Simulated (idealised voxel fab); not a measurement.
voxel ribs on slabs: a process module
FYI the section here is cut, 290 nm wide, cells are 5 nm squares.
Bands, listed from the top down, are how a cross-section gets written in this document; the cross-section itself is a grid of square cells, and a band is one or more rows of them. Top, bottom (nm), then materials left to right with widths (nm); lone material tagged "edge to edge" fills the whole band edge to edge; "blank" = empty space. All heights in this document are referenced to 0, defined as the level beneath which the wafer, as received, consists entirely of one material. The lowest band is not bounded below; it extends indefinitely downward and is written in the form "0 nm and below". When a width is written as two numbers, as in "30->40", the first number is the width in the top row of cells of the band and the second is the width in its bottom row, and the width changes by the same amount from each row to the next. The designation "remains unaltered", where it is given for a processing step, indicates that no cell of the cross-section was altered in the course of that step. The entry titled "Voids lacking openings" provides the empty spaces that have no open way to the top, restricted to those of 8 cells or more. Each is presented as width x height at distance, the distance being measured from the left edge, with all three in nm. Note: text after step settings on the step line = simulator remark on that step. overlay nm: how far to the right of its planned place the mask lay on this masked step (negative: to the left).

### Listed below are the process steps as planned
step 1: RECEIVE, material Si
step 2: DIRECTIONAL_DEP, material SiO2, thk nm 30
step 3: DIRECTIONAL_DEP, material SiN, thk nm 15
step 4: DIRECTIONAL_DEP, material aC, thk nm 15
step 5: PATTERN, tone cover, mask id RIB, material resist, width nm 15, thk nm 35, overlay nm 0
step 6: DIRECTIONAL_ETCH, etch materials aC, depth nm 15
step 7: STRIP, etch materials resist
step 8: DIRECTIONAL_ETCH, etch materials SiN, depth nm 10
step 9: STRIP, etch materials aC
step 10: DIRECTIONAL_DEP, material aC, thk nm 10
step 11: PATTERN, tone cover, mask id SLAB, material resist, width nm 65, thk nm 30, overlay nm 0
step 12: DIRECTIONAL_ETCH, etch materials aC, depth nm 10
step 13: STRIP, etch materials resist
step 14: DIRECTIONAL_ETCH, etch materials SiN, depth nm 5
step 15: STRIP, etch materials aC
step 16: FILL_DEP, material SiO2, thk nm 25
step 17: CMP, height nm 65
step 18: DIRECTIONAL_DEP, material TiN, thk nm 10
step 19: MASKED_ETCH, tone cover, mask id HEATER, width nm 25, etch materials TiN, depth nm 10, overlay nm 0
step 20: CONFORMAL_DEP, material SiO2, thk nm 5

### first wafer, as planned

### Cross-section of the wafer as it came to us, i.e., already through step 1
* 0 nm and below = Si edge to edge
* Voids lacking openings: none

### Wafer section view after processing step 2
* 30 nm to 0 nm = SiO2 edge to edge
* Below 0, no change.

### Wafer section view after processing step 3
* 45 nm to 30 nm = SiN edge to edge
* Below 30, no change.

### Wafer section view after processing step 4
* 60 nm to 45 nm = aC edge to edge
* Below 45, no change.

### Wafer section view after processing step 5
* 95 nm to 60 nm = 135 nm blank | 15 nm resist | 140 nm blank
* Below 60, no change.

### Wafer section view after processing step 6
* 80 nm to 60 nm = 135 nm blank | 15 nm resist | 140 nm blank
* 60 nm to 45 nm = 135 nm blank | 15 nm aC | 140 nm blank
* Below 45, no change.

### Wafer section view after processing step 7
* 60 nm to 45 nm = 135 nm blank | 15 nm aC | 140 nm blank
* Below 45, no change.

### Wafer section view after processing step 8
* 60 nm to 45 nm = 135 nm blank | 15 nm aC | 140 nm blank
* 45 nm to 35 nm = 135 nm blank | 15 nm SiN | 140 nm blank
* Below 35, no change.

### Wafer section view after processing step 9
* 45 nm to 35 nm = 135 nm blank | 15 nm SiN | 140 nm blank
* Below 35, no change.

### Wafer section view after processing step 10
* 55 nm to 45 nm = 135 nm blank | 15 nm aC | 140 nm blank
* 45 nm to 35 nm = 135 nm aC | 15 nm SiN | 140 nm aC
* Below 35, no change.

### Wafer section view after processing step 11
* 85 nm to 55 nm = 110 nm blank | 65 nm resist | 115 nm blank
* 55 nm to 45 nm = 110 nm blank | 25 nm resist | 15 nm aC | 25 nm resist | 115 nm blank
* Below 45, no change.

### Wafer section view after processing step 12
* 75 nm to 55 nm = 110 nm blank | 65 nm resist | 115 nm blank
* 55 nm to 45 nm = 110 nm blank | 25 nm resist | 15 nm aC | 25 nm resist | 115 nm blank
* 45 nm to 35 nm = 110 nm blank | 25 nm aC | 15 nm SiN | 25 nm aC | 115 nm blank
* Below 35, no change.

### Wafer section view after processing step 13
* 55 nm to 45 nm = 135 nm blank | 15 nm aC | 140 nm blank
* Below 45, no change.

### Wafer section view after processing step 14
* 55 nm to 45 nm = 135 nm blank | 15 nm aC | 140 nm blank
* 45 nm to 35 nm = 110 nm blank | 25 nm aC | 15 nm SiN | 25 nm aC | 115 nm blank
* 35 nm to 30 nm = 110 nm blank | 65 nm SiN | 115 nm blank
* Below 30, no change.

### Wafer section view after processing step 15
* 45 nm to 35 nm = 135 nm blank | 15 nm SiN | 140 nm blank
* Below 35, no change.

### Wafer section view after processing step 16
* 70 nm to 45 nm = SiO2 edge to edge
* 45 nm to 35 nm = 135 nm SiO2 | 15 nm SiN | 140 nm SiO2
* 35 nm to 30 nm = 110 nm SiO2 | 65 nm SiN | 115 nm SiO2
* Below 30, no change.

### Wafer section view after processing step 17
* 65 nm to 45 nm = SiO2 edge to edge
* Below 45, no change.

### Wafer section view after processing step 18
* 75 nm to 65 nm = TiN edge to edge
* Below 65, no change.

### Wafer section view after processing step 19
* 75 nm to 65 nm = 130 nm blank | 25 nm TiN | 135 nm blank
* Below 65, no change.

### Wafer section view after processing step 20
* 80 nm to 75 nm = 125 nm blank | 35 nm SiO2 | 130 nm blank
* 75 nm to 70 nm = 125 nm blank | 5 nm SiO2 | 25 nm TiN | 5 nm SiO2 | 130 nm blank
* 70 nm to 65 nm = 130 nm SiO2 | 25 nm TiN | 135 nm SiO2
* Below 65, no change.

### Wafer two of the pair: same origin, same plan, one error during the run; identical to wafer one up to and including step 10

### Cross-section, second wafer, at the end time the plan gives for step 11
* 85 nm to 55 nm = 105 nm blank | 65 nm resist | 120 nm blank
* 55 nm to 45 nm = 105 nm blank | 30 nm resist | 15 nm aC | 20 nm resist | 120 nm blank
* Below 45, no change.

### Cross-section, second wafer, at the end time the plan gives for step 12
* 75 nm to 55 nm = 105 nm blank | 65 nm resist | 120 nm blank
* 55 nm to 45 nm = 105 nm blank | 30 nm resist | 15 nm aC | 20 nm resist | 120 nm blank
* 45 nm to 35 nm = 105 nm blank | 30 nm aC | 15 nm SiN | 20 nm aC | 120 nm blank
* Below 35, no change.

### Cross-section, second wafer, at the end time the plan gives for step 13
* 55 nm to 45 nm = 135 nm blank | 15 nm aC | 140 nm blank
* Below 45, no change.

### Cross-section, second wafer, at the end time the plan gives for step 14
* 55 nm to 45 nm = 135 nm blank | 15 nm aC | 140 nm blank
* 45 nm to 35 nm = 105 nm blank | 30 nm aC | 15 nm SiN | 20 nm aC | 120 nm blank
* 35 nm to 30 nm = 105 nm blank | 65 nm SiN | 120 nm blank
* Below 30, no change.

### Cross-section, second wafer, at the end time the plan gives for step 15
* 45 nm to 35 nm = 135 nm blank | 15 nm SiN | 140 nm blank
* Below 35, no change.

### Cross-section, second wafer, at the end time the plan gives for step 16
* 70 nm to 45 nm = SiO2 edge to edge
* 45 nm to 35 nm = 135 nm SiO2 | 15 nm SiN | 140 nm SiO2
* 35 nm to 30 nm = 105 nm SiO2 | 65 nm SiN | 120 nm SiO2
* Below 30, no change.

### Cross-section, second wafer, at the end time the plan gives for step 17
* 65 nm to 45 nm = SiO2 edge to edge
* Below 45, no change.

### Cross-section, second wafer, at the end time the plan gives for step 18
* 75 nm to 65 nm = TiN edge to edge
* Below 65, no change.

### Cross-section, second wafer, at the end time the plan gives for step 19
* 75 nm to 65 nm = 130 nm blank | 25 nm TiN | 135 nm blank
* Below 65, no change.

### Cross-section, second wafer, at the end time the plan gives for step 20
* 80 nm to 75 nm = 125 nm blank | 35 nm SiO2 | 130 nm blank
* 75 nm to 70 nm = 125 nm blank | 5 nm SiO2 | 25 nm TiN | 5 nm SiO2 | 130 nm blank
* 70 nm to 65 nm = 130 nm SiO2 | 25 nm TiN | 135 nm SiO2
* Below 65, no change.
In executing the process, a mistake was made relative to the plan: planned and actual differ for step 11; actual: PATTERN, tone cover, mask id SLAB, material resist, width nm 65, thk nm 30, overlay nm -5
at the end the second wafer has, in cells: as many of each material as the first, in other places
